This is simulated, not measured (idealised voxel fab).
This section sets out a process module, namely voxel wiring stack.
It is cross-section cut that appears here, measuring 195 nm in width, its square cells being 5 nm in size.
Cross-section format: a grid of square cells, given as bands from top to bottom; each band is one or more rows of cells. Read a band's entry like this: the first values are the height of its top and the height of its bottom in nm, and what follows is the sequence of materials from left to right, each with its width in nm. Note that "empty" is empty space, and that a single material marked "throughout" reaches across the band from edge to edge. Height datum 0, below which the as-received substrate wafer is one material. Lowest band open at the bottom, running downward: "from 0 down". Think of "30->40" as a width that walks from the first number to the second as you go down the band, top row to bottom row, taking equal-sized steps from row to row. You'll sometimes find "remained unchanged" written for a step, and that's the way of saying that nowhere in the cross-section did a cell change during that step. This entry, "Voids, fully enclosed", enumerates those empty regions of no fewer than 8 cells that possess no open connection to the top. Each region is reported in the form width x height at distance, the distance being taken from the left edge, with all three quantities expressed in nm. The remark found on a step's line after its settings is issued by the simulator itself and pertains to that step. overlay nm: where the mask lay relative to plan, measured to the right, on steps with a mask; negatives go left.
Steps planned for the process
1) RECEIVE, material Si
2) CONFORMAL_DEP, material SiO2, thk nm 10
3) CONFORMAL_DEP, material SiN, thk nm 5
4) DIRECTIONAL_DEP, material SiO2, thk nm 15
5) DIRECTIONAL_DEP, material aC, thk nm 15
6) PATTERN, tone open, mask id METAL_1, material resist, width nm 25, pitch nm 40, thk nm 35, overlay nm 0
7) DIRECTIONAL_ETCH, etch materials aC, depth nm 15
8) STRIP, etch materials resist
9) DIRECTIONAL_ETCH, etch materials SiO2, depth nm 15
10) DIRECTIONAL_ETCH, etch materials SiN, depth nm 5
11) STRIP, etch materials aC
12) CONFORMAL_DEP, material TiN, thk nm 5
13) FILL_DEP, material W, thk nm 10
14) CMP, height nm 30
15) EPI, material Ru, thk nm 5
16) FILL_DEP, material SiCN, thk nm 5
17) DIRECTIONAL_DEP, material lowk, thk nm 15
18) DIRECTIONAL_DEP, material aC, thk nm 10
19) PATTERN, tone open, mask id PLUG_1, material resist, width nm 15, pitch nm 40, thk nm 30, overlay nm 0
20) DIRECTIONAL_ETCH, etch materials aC, depth nm 10
21) STRIP, etch materials resist
22) DIRECTIONAL_ETCH, etch materials lowk, depth nm 15
23) DIRECTIONAL_ETCH, etch materials SiCN, depth nm 5
24) STRIP, etch materials aC
25) CONFORMAL_DEP, material TiN, thk nm 5
26) FILL_DEP, material W, thk nm 10
27) CMP, height nm 55
28) CONFORMAL_DEP, material SiN, thk nm 5
29) DIRECTIONAL_DEP, material SiO2, thk nm 20
30) MASKED_ETCH, tone open, mask id METAL_2, width nm 25, pitch nm 40, etch materials SiO2, depth nm 20, overlay nm 0
31) MASKED_ETCH, tone open, mask id METAL_2, width nm 25, pitch nm 40, etch materials SiN, depth nm 5, overlay nm 0
32) CONFORMAL_DEP, material TiN, thk nm 5
33) FILL_DEP, material Cu, thk nm 5
34) CMP, height nm 80
35) CONFORMAL_DEP, material SiCN, thk nm 5
36) DIRECTIONAL_DEP, material SiO2, thk nm 20
37) DIRECTIONAL_DEP, material aC, thk nm 15
38) PATTERN, tone open, mask id PLUG_2, material resist, width nm 15, pitch nm 40, thk nm 30, overlay nm 0
39) DIRECTIONAL_ETCH, etch materials aC, depth nm 15
40) STRIP, etch materials resist
41) DIRECTIONAL_ETCH, etch materials SiO2, depth nm 20
42) DIRECTIONAL_ETCH, etch materials SiCN, depth nm 5
43) STRIP, etch materials aC
44) CONFORMAL_DEP, material TiN, thk nm 5
45) FILL_DEP, material W, thk nm 10
46) CMP, height nm 105
47) DIRECTIONAL_DEP, material TiN, thk nm 5
48) DIRECTIONAL_DEP, material W, thk nm 25
49) PATTERN, tone cover, mask id METAL_3, material resist, width nm 25, pitch nm 40, thk nm 20, overlay nm 0
50) DIRECTIONAL_ETCH, etch materials W, depth nm 25
51) DIRECTIONAL_ETCH, etch materials TiN, depth nm 5
52) STRIP, etch materials resist
53) FILL_DEP, material lowk, thk nm 5
54) CMP, height nm 135
55) CONFORMAL_DEP, material SiN, thk nm 5
First out of two wafers; run went to plan
Wafer as received: cross-section following step 1
from 0 down  Si throughout
Voids, fully enclosed: none
Step 2 done - wafer cross-section
from 10 to 0  SiO2 throughout
below 0: unchanged
Step 3 done - wafer cross-section
from 15 to 10  SiN throughout
below 10: unchanged
Step 4 done - wafer cross-section
from 30 to 15  SiO2 throughout
below 15: unchanged
Step 5 done - wafer cross-section
from 45 to 30  aC throughout
below 30: unchanged
Step 6 done - wafer cross-section
from 80 to 45  resist 45 nm, empty 25 nm, resist 15 nm, empty 25 nm, resist 15 nm, empty 25 nm, resist 45 nm
below 45: unchanged
Step 7 done - wafer cross-section
from 65 to 45  resist 45 nm, empty 25 nm, resist 15 nm, empty 25 nm, resist 15 nm, empty 25 nm, resist 45 nm
from 45 to 30  aC 45 nm, empty 25 nm, aC 15 nm, empty 25 nm, aC 15 nm, empty 25 nm, aC 45 nm
below 30: unchanged
Step 8 done - wafer cross-section
from 45 to 30  aC 45 nm, empty 25 nm, aC 15 nm, empty 25 nm, aC 15 nm, empty 25 nm, aC 45 nm
below 30: unchanged
Step 9 done - wafer cross-section
from 45 to 30  aC 45 nm, empty 25 nm, aC 15 nm, empty 25 nm, aC 15 nm, empty 25 nm, aC 45 nm
from 30 to 15  SiO2 45 nm, empty 25 nm, SiO2 15 nm, empty 25 nm, SiO2 15 nm, empty 25 nm, SiO2 45 nm
below 15: unchanged
Step 10 done - wafer cross-section
from 45 to 30  aC 45 nm, empty 25 nm, aC 15 nm, empty 25 nm, aC 15 nm, empty 25 nm, aC 45 nm
from 30 to 15  SiO2 45 nm, empty 25 nm, SiO2 15 nm, empty 25 nm, SiO2 15 nm, empty 25 nm, SiO2 45 nm
from 15 to 10  SiN 45 nm, empty 25 nm, SiN 15 nm, empty 25 nm, SiN 15 nm, empty 25 nm, SiN 45 nm
below 10: unchanged
Step 11 done - wafer cross-section
from 30 to 15  SiO2 45 nm, empty 25 nm, SiO2 15 nm, empty 25 nm, SiO2 15 nm, empty 25 nm, SiO2 45 nm
below 15: unchanged
Step 12 done - wafer cross-section
from 35 to 30  TiN 50 nm, empty 15 nm, TiN 25 nm, empty 15 nm, TiN 25 nm, empty 15 nm, TiN 50 nm
from 30 to 15  SiO2 45 nm, TiN 5 nm, empty 15 nm, TiN 5 nm, SiO2 15 nm, TiN 5 nm, empty 15 nm, TiN 5 nm, SiO2 15 nm, TiN 5 nm, empty 15 nm, TiN 5 nm, SiO2 45 nm
from 15 to 10  SiN 45 nm, TiN 25 nm, SiN 15 nm, TiN 25 nm, SiN 15 nm, TiN 25 nm, SiN 45 nm
below 10: unchanged
Step 13 done - wafer cross-section
from 45 to 35  W throughout
from 35 to 30  TiN 50 nm, W 15 nm, TiN 25 nm, W 15 nm, TiN 25 nm, W 15 nm, TiN 50 nm
from 30 to 15  SiO2 45 nm, TiN 5 nm, W 15 nm, TiN 5 nm, SiO2 15 nm, TiN 5 nm, W 15 nm, TiN 5 nm, SiO2 15 nm, TiN 5 nm, W 15 nm, TiN 5 nm, SiO2 45 nm
below 15: unchanged
Step 14 done - wafer cross-section
from 30 to 15  SiO2 45 nm, TiN 5 nm, W 15 nm, TiN 5 nm, SiO2 15 nm, TiN 5 nm, W 15 nm, TiN 5 nm, SiO2 15 nm, TiN 5 nm, W 15 nm, TiN 5 nm, SiO2 45 nm
below 15: unchanged
Step 15 done - wafer cross-section
from 35 to 30  empty 40 nm, Ru 35 nm, empty 5 nm, Ru 35 nm, empty 5 nm, Ru 35 nm, empty 40 nm
below 30: unchanged
Step 16 done - wafer cross-section
from 40 to 35  SiCN throughout
from 35 to 30  SiCN 40 nm, Ru 35 nm, SiCN 5 nm, Ru 35 nm, SiCN 5 nm, Ru 35 nm, SiCN 40 nm
below 30: unchanged
Step 17 done - wafer cross-section
from 55 to 40  lowk throughout
below 40: unchanged
Step 18 done - wafer cross-section
from 65 to 55  aC throughout
below 55: unchanged
Step 19 done - wafer cross-section
from 95 to 65  resist 45 nm, empty 15 nm, resist 25 nm, empty 15 nm, resist 25 nm, empty 15 nm, resist 55 nm
below 65: unchanged
Step 20 done - wafer cross-section
from 85 to 65  resist 45 nm, empty 15 nm, resist 25 nm, empty 15 nm, resist 25 nm, empty 15 nm, resist 55 nm
from 65 to 55  aC 45 nm, empty 15 nm, aC 25 nm, empty 15 nm, aC 25 nm, empty 15 nm, aC 55 nm
below 55: unchanged
Step 21 done - wafer cross-section
from 65 to 55  aC 45 nm, empty 15 nm, aC 25 nm, empty 15 nm, aC 25 nm, empty 15 nm, aC 55 nm
below 55: unchanged
Step 22 done - wafer cross-section
from 65 to 55  aC 45 nm, empty 15 nm, aC 25 nm, empty 15 nm, aC 25 nm, empty 15 nm, aC 55 nm
from 55 to 40  lowk 45 nm, empty 15 nm, lowk 25 nm, empty 15 nm, lowk 25 nm, empty 15 nm, lowk 55 nm
below 40: unchanged
Step 23 done - wafer cross-section
from 65 to 55  aC 45 nm, empty 15 nm, aC 25 nm, empty 15 nm, aC 25 nm, empty 15 nm, aC 55 nm
from 55 to 40  lowk 45 nm, empty 15 nm, lowk 25 nm, empty 15 nm, lowk 25 nm, empty 15 nm, lowk 55 nm
from 40 to 35  SiCN 45 nm, empty 15 nm, SiCN 25 nm, empty 15 nm, SiCN 25 nm, empty 15 nm, SiCN 55 nm
below 35: unchanged
Step 24 done - wafer cross-section
from 55 to 40  lowk 45 nm, empty 15 nm, lowk 25 nm, empty 15 nm, lowk 25 nm, empty 15 nm, lowk 55 nm
below 40: unchanged
Step 25 done - wafer cross-section
from 60 to 55  TiN 50 nm, empty 5 nm, TiN 35 nm, empty 5 nm, TiN 35 nm, empty 5 nm, TiN 60 nm
from 55 to 40  lowk 45 nm, TiN 5 nm, empty 5 nm, TiN 5 nm, lowk 25 nm, TiN 5 nm, empty 5 nm, TiN 5 nm, lowk 25 nm, TiN 5 nm, empty 5 nm, TiN 5 nm, lowk 55 nm
from 40 to 35  SiCN 45 nm, TiN 15 nm, SiCN 25 nm, TiN 15 nm, SiCN 25 nm, TiN 15 nm, SiCN 55 nm
below 35: unchanged
Step 26 done - wafer cross-section
from 70 to 60  W throughout
from 60 to 55  TiN 50 nm, W 5 nm, TiN 35 nm, W 5 nm, TiN 35 nm, W 5 nm, TiN 60 nm
from 55 to 40  lowk 45 nm, TiN 5 nm, W 5 nm, TiN 5 nm, lowk 25 nm, TiN 5 nm, W 5 nm, TiN 5 nm, lowk 25 nm, TiN 5 nm, W 5 nm, TiN 5 nm, lowk 55 nm
below 40: unchanged
Step 27 done - wafer cross-section
from 55 to 40  lowk 45 nm, TiN 5 nm, W 5 nm, TiN 5 nm, lowk 25 nm, TiN 5 nm, W 5 nm, TiN 5 nm, lowk 25 nm, TiN 5 nm, W 5 nm, TiN 5 nm, lowk 55 nm
below 40: unchanged
Step 28 done - wafer cross-section
from 60 to 55  SiN throughout
below 55: unchanged
Step 29 done - wafer cross-section
from 80 to 60  SiO2 throughout
below 60: unchanged
Step 30 done - wafer cross-section
from 80 to 60  SiO2 45 nm, empty 25 nm, SiO2 15 nm, empty 25 nm, SiO2 15 nm, empty 25 nm, SiO2 45 nm
below 60: unchanged
Step 31 done - wafer cross-section
from 80 to 60  SiO2 45 nm, empty 25 nm, SiO2 15 nm, empty 25 nm, SiO2 15 nm, empty 25 nm, SiO2 45 nm
from 60 to 55  SiN 45 nm, empty 25 nm, SiN 15 nm, empty 25 nm, SiN 15 nm, empty 25 nm, SiN 45 nm
below 55: unchanged
Step 32 done - wafer cross-section
from 85 to 80  TiN 50 nm, empty 15 nm, TiN 25 nm, empty 15 nm, TiN 25 nm, empty 15 nm, TiN 50 nm
from 80 to 60  SiO2 45 nm, TiN 5 nm, empty 15 nm, TiN 5 nm, SiO2 15 nm, TiN 5 nm, empty 15 nm, TiN 5 nm, SiO2 15 nm, TiN 5 nm, empty 15 nm, TiN 5 nm, SiO2 45 nm
from 60 to 55  SiN 45 nm, TiN 25 nm, SiN 15 nm, TiN 25 nm, SiN 15 nm, TiN 25 nm, SiN 45 nm
below 55: unchanged
Step 33 done - wafer cross-section
from 90 to 85  Cu throughout
from 85 to 80  TiN 50 nm, Cu 15 nm, TiN 25 nm, Cu 15 nm, TiN 25 nm, Cu 15 nm, TiN 50 nm
from 80 to 60  SiO2 45 nm, TiN 5 nm, Cu 15 nm, TiN 5 nm, SiO2 15 nm, TiN 5 nm, Cu 15 nm, TiN 5 nm, SiO2 15 nm, TiN 5 nm, Cu 15 nm, TiN 5 nm, SiO2 45 nm
below 60: unchanged
Step 34 done - wafer cross-section
from 80 to 60  SiO2 45 nm, TiN 5 nm, Cu 15 nm, TiN 5 nm, SiO2 15 nm, TiN 5 nm, Cu 15 nm, TiN 5 nm, SiO2 15 nm, TiN 5 nm, Cu 15 nm, TiN 5 nm, SiO2 45 nm
below 60: unchanged
Step 35 done - wafer cross-section
from 85 to 80  SiCN throughout
below 80: unchanged
Step 36 done - wafer cross-section
from 105 to 85  SiO2 throughout
below 85: unchanged
Step 37 done - wafer cross-section
from 120 to 105  aC throughout
below 105: unchanged
Step 38 done - wafer cross-section
from 150 to 120  resist 45 nm, empty 15 nm, resist 25 nm, empty 15 nm, resist 25 nm, empty 15 nm, resist 55 nm
below 120: unchanged
Step 39 done - wafer cross-section
from 135 to 120  resist 45 nm, empty 15 nm, resist 25 nm, empty 15 nm, resist 25 nm, empty 15 nm, resist 55 nm
from 120 to 105  aC 45 nm, empty 15 nm, aC 25 nm, empty 15 nm, aC 25 nm, empty 15 nm, aC 55 nm
below 105: unchanged
Step 40 done - wafer cross-section
from 120 to 105  aC 45 nm, empty 15 nm, aC 25 nm, empty 15 nm, aC 25 nm, empty 15 nm, aC 55 nm
below 105: unchanged
Step 41 done - wafer cross-section
from 120 to 105  aC 45 nm, empty 15 nm, aC 25 nm, empty 15 nm, aC 25 nm, empty 15 nm, aC 55 nm
from 105 to 85  SiO2 45 nm, empty 15 nm, SiO2 25 nm, empty 15 nm, SiO2 25 nm, empty 15 nm, SiO2 55 nm
below 85: unchanged
Step 42 done - wafer cross-section
from 120 to 105  aC 45 nm, empty 15 nm, aC 25 nm, empty 15 nm, aC 25 nm, empty 15 nm, aC 55 nm
from 105 to 85  SiO2 45 nm, empty 15 nm, SiO2 25 nm, empty 15 nm, SiO2 25 nm, empty 15 nm, SiO2 55 nm
from 85 to 80  SiCN 45 nm, empty 15 nm, SiCN 25 nm, empty 15 nm, SiCN 25 nm, empty 15 nm, SiCN 55 nm
below 80: unchanged
Step 43 done - wafer cross-section
from 105 to 85  SiO2 45 nm, empty 15 nm, SiO2 25 nm, empty 15 nm, SiO2 25 nm, empty 15 nm, SiO2 55 nm
below 85: unchanged
Step 44 done - wafer cross-section
from 110 to 105  TiN 50 nm, empty 5 nm, TiN 35 nm, empty 5 nm, TiN 35 nm, empty 5 nm, TiN 60 nm
from 105 to 85  SiO2 45 nm, TiN 5 nm, empty 5 nm, TiN 5 nm, SiO2 25 nm, TiN 5 nm, empty 5 nm, TiN 5 nm, SiO2 25 nm, TiN 5 nm, empty 5 nm, TiN 5 nm, SiO2 55 nm
from 85 to 80  SiCN 45 nm, TiN 15 nm, SiCN 25 nm, TiN 15 nm, SiCN 25 nm, TiN 15 nm, SiCN 55 nm
below 80: unchanged
Step 45 done - wafer cross-section
from 120 to 110  W throughout
from 110 to 105  TiN 50 nm, W 5 nm, TiN 35 nm, W 5 nm, TiN 35 nm, W 5 nm, TiN 60 nm
from 105 to 85  SiO2 45 nm, TiN 5 nm, W 5 nm, TiN 5 nm, SiO2 25 nm, TiN 5 nm, W 5 nm, TiN 5 nm, SiO2 25 nm, TiN 5 nm, W 5 nm, TiN 5 nm, SiO2 55 nm
below 85: unchanged
Step 46 done - wafer cross-section
from 105 to 85  SiO2 45 nm, TiN 5 nm, W 5 nm, TiN 5 nm, SiO2 25 nm, TiN 5 nm, W 5 nm, TiN 5 nm, SiO2 25 nm, TiN 5 nm, W 5 nm, TiN 5 nm, SiO2 55 nm
below 85: unchanged
Step 47 done - wafer cross-section
from 110 to 105  TiN throughout
below 105: unchanged
Step 48 done - wafer cross-section
from 135 to 110  W throughout
below 110: unchanged
Step 49 done - wafer cross-section
from 155 to 135  empty 45 nm, resist 25 nm, empty 15 nm, resist 25 nm, empty 15 nm, resist 25 nm, empty 45 nm
below 135: unchanged
Step 50 done - wafer cross-section
from 155 to 135  empty 45 nm, resist 25 nm, empty 15 nm, resist 25 nm, empty 15 nm, resist 25 nm, empty 45 nm
from 135 to 110  empty 45 nm, W 25 nm, empty 15 nm, W 25 nm, empty 15 nm, W 25 nm, empty 45 nm
below 110: unchanged
Step 51 done - wafer cross-section
from 155 to 135  empty 45 nm, resist 25 nm, empty 15 nm, resist 25 nm, empty 15 nm, resist 25 nm, empty 45 nm
from 135 to 110  empty 45 nm, W 25 nm, empty 15 nm, W 25 nm, empty 15 nm, W 25 nm, empty 45 nm
from 110 to 105  empty 45 nm, TiN 25 nm, empty 15 nm, TiN 25 nm, empty 15 nm, TiN 25 nm, empty 45 nm
below 105: unchanged
Step 52 done - wafer cross-section
from 135 to 110  empty 45 nm, W 25 nm, empty 15 nm, W 25 nm, empty 15 nm, W 25 nm, empty 45 nm
below 110: unchanged
Step 53 done - wafer cross-section
from 140 to 135  lowk throughout
from 135 to 110  lowk 45 nm, W 25 nm, lowk 15 nm, W 25 nm, lowk 15 nm, W 25 nm, lowk 45 nm
from 110 to 105  lowk 45 nm, TiN 25 nm, lowk 15 nm, TiN 25 nm, lowk 15 nm, TiN 25 nm, lowk 45 nm
below 105: unchanged
Step 54 done - wafer cross-section
from 135 to 110  lowk 45 nm, W 25 nm, lowk 15 nm, W 25 nm, lowk 15 nm, W 25 nm, lowk 45 nm
below 110: unchanged
Step 55 done - wafer cross-section
from 140 to 135  SiN throughout
below 135: unchanged
The second wafer began exactly as the first did and followed the same plan, but one mistake was made while running it; through step 32 inclusive, the two wafers are identical
Cross-section of the second wafer corresponding to the planned conclusion of step 33
from 95 to 85  Cu throughout
from 85 to 80  TiN 50 nm, Cu 15 nm, TiN 25 nm, Cu 15 nm, TiN 25 nm, Cu 15 nm, TiN 50 nm
from 80 to 60  SiO2 45 nm, TiN 5 nm, Cu 15 nm, TiN 5 nm, SiO2 15 nm, TiN 5 nm, Cu 15 nm, TiN 5 nm, SiO2 15 nm, TiN 5 nm, Cu 15 nm, TiN 5 nm, SiO2 45 nm
below 60: unchanged
Cross-section of the second wafer corresponding to the planned conclusion of step 34
from 80 to 60  SiO2 45 nm, TiN 5 nm, Cu 15 nm, TiN 5 nm, SiO2 15 nm, TiN 5 nm, Cu 15 nm, TiN 5 nm, SiO2 15 nm, TiN 5 nm, Cu 15 nm, TiN 5 nm, SiO2 45 nm
below 60: unchanged
Cross-section of the second wafer corresponding to the planned conclusion of step 35
from 85 to 80  SiCN throughout
below 80: unchanged
Cross-section of the second wafer corresponding to the planned conclusion of step 36
from 105 to 85  SiO2 throughout
below 85: unchanged
Cross-section of the second wafer corresponding to the planned conclusion of step 37
from 120 to 105  aC throughout
below 105: unchanged
Cross-section of the second wafer corresponding to the planned conclusion of step 38
from 150 to 120  resist 45 nm, empty 15 nm, resist 25 nm, empty 15 nm, resist 25 nm, empty 15 nm, resist 55 nm
below 120: unchanged
Cross-section of the second wafer corresponding to the planned conclusion of step 39
from 135 to 120  resist 45 nm, empty 15 nm, resist 25 nm, empty 15 nm, resist 25 nm, empty 15 nm, resist 55 nm
from 120 to 105  aC 45 nm, empty 15 nm, aC 25 nm, empty 15 nm, aC 25 nm, empty 15 nm, aC 55 nm
below 105: unchanged
Cross-section of the second wafer corresponding to the planned conclusion of step 40
from 120 to 105  aC 45 nm, empty 15 nm, aC 25 nm, empty 15 nm, aC 25 nm, empty 15 nm, aC 55 nm
below 105: unchanged
Cross-section of the second wafer corresponding to the planned conclusion of step 41
from 120 to 105  aC 45 nm, empty 15 nm, aC 25 nm, empty 15 nm, aC 25 nm, empty 15 nm, aC 55 nm
from 105 to 85  SiO2 45 nm, empty 15 nm, SiO2 25 nm, empty 15 nm, SiO2 25 nm, empty 15 nm, SiO2 55 nm
below 85: unchanged
Cross-section of the second wafer corresponding to the planned conclusion of step 42
from 120 to 105  aC 45 nm, empty 15 nm, aC 25 nm, empty 15 nm, aC 25 nm, empty 15 nm, aC 55 nm
from 105 to 85  SiO2 45 nm, empty 15 nm, SiO2 25 nm, empty 15 nm, SiO2 25 nm, empty 15 nm, SiO2 55 nm
from 85 to 80  SiCN 45 nm, empty 15 nm, SiCN 25 nm, empty 15 nm, SiCN 25 nm, empty 15 nm, SiCN 55 nm
below 80: unchanged
Cross-section of the second wafer corresponding to the planned conclusion of step 43
from 105 to 85  SiO2 45 nm, empty 15 nm, SiO2 25 nm, empty 15 nm, SiO2 25 nm, empty 15 nm, SiO2 55 nm
below 85: unchanged
Cross-section of the second wafer corresponding to the planned conclusion of step 44
from 110 to 105  TiN 50 nm, empty 5 nm, TiN 35 nm, empty 5 nm, TiN 35 nm, empty 5 nm, TiN 60 nm
from 105 to 85  SiO2 45 nm, TiN 5 nm, empty 5 nm, TiN 5 nm, SiO2 25 nm, TiN 5 nm, empty 5 nm, TiN 5 nm, SiO2 25 nm, TiN 5 nm, empty 5 nm, TiN 5 nm, SiO2 55 nm
from 85 to 80  SiCN 45 nm, TiN 15 nm, SiCN 25 nm, TiN 15 nm, SiCN 25 nm, TiN 15 nm, SiCN 55 nm
below 80: unchanged
Cross-section of the second wafer corresponding to the planned conclusion of step 45
from 120 to 110  W throughout
from 110 to 105  TiN 50 nm, W 5 nm, TiN 35 nm, W 5 nm, TiN 35 nm, W 5 nm, TiN 60 nm
from 105 to 85  SiO2 45 nm, TiN 5 nm, W 5 nm, TiN 5 nm, SiO2 25 nm, TiN 5 nm, W 5 nm, TiN 5 nm, SiO2 25 nm, TiN 5 nm, W 5 nm, TiN 5 nm, SiO2 55 nm
below 85: unchanged
Cross-section of the second wafer corresponding to the planned conclusion of step 46
from 105 to 85  SiO2 45 nm, TiN 5 nm, W 5 nm, TiN 5 nm, SiO2 25 nm, TiN 5 nm, W 5 nm, TiN 5 nm, SiO2 25 nm, TiN 5 nm, W 5 nm, TiN 5 nm, SiO2 55 nm
below 85: unchanged
Cross-section of the second wafer corresponding to the planned conclusion of step 47
from 110 to 105  TiN throughout
below 105: unchanged
Cross-section of the second wafer corresponding to the planned conclusion of step 48
from 135 to 110  W throughout
below 110: unchanged
Cross-section of the second wafer corresponding to the planned conclusion of step 49
from 155 to 135  empty 45 nm, resist 25 nm, empty 15 nm, resist 25 nm, empty 15 nm, resist 25 nm, empty 45 nm
below 135: unchanged
Cross-section of the second wafer corresponding to the planned conclusion of step 50
from 155 to 135  empty 45 nm, resist 25 nm, empty 15 nm, resist 25 nm, empty 15 nm, resist 25 nm, empty 45 nm
from 135 to 110  empty 45 nm, W 25 nm, empty 15 nm, W 25 nm, empty 15 nm, W 25 nm, empty 45 nm
below 110: unchanged
Cross-section of the second wafer corresponding to the planned conclusion of step 51
from 155 to 135  empty 45 nm, resist 25 nm, empty 15 nm, resist 25 nm, empty 15 nm, resist 25 nm, empty 45 nm
from 135 to 110  empty 45 nm, W 25 nm, empty 15 nm, W 25 nm, empty 15 nm, W 25 nm, empty 45 nm
from 110 to 105  empty 45 nm, TiN 25 nm, empty 15 nm, TiN 25 nm, empty 15 nm, TiN 25 nm, empty 45 nm
below 105: unchanged
Cross-section of the second wafer corresponding to the planned conclusion of step 52
from 135 to 110  empty 45 nm, W 25 nm, empty 15 nm, W 25 nm, empty 15 nm, W 25 nm, empty 45 nm
below 110: unchanged
Cross-section of the second wafer corresponding to the planned conclusion of step 53
from 140 to 135  lowk throughout
from 135 to 110  lowk 45 nm, W 25 nm, lowk 15 nm, W 25 nm, lowk 15 nm, W 25 nm, lowk 45 nm
from 110 to 105  lowk 45 nm, TiN 25 nm, lowk 15 nm, TiN 25 nm, lowk 15 nm, TiN 25 nm, lowk 45 nm
below 105: unchanged
Cross-section of the second wafer corresponding to the planned conclusion of step 54
from 135 to 110  lowk 45 nm, W 25 nm, lowk 15 nm, W 25 nm, lowk 15 nm, W 25 nm, lowk 45 nm
below 110: unchanged
Cross-section of the second wafer corresponding to the planned conclusion of step 55
from 140 to 135  SiN throughout
below 135: unchanged
Error vs. plan: plan step 33 was conducted twice
at the end the two cross-sections are the same: no effect in what this model computes
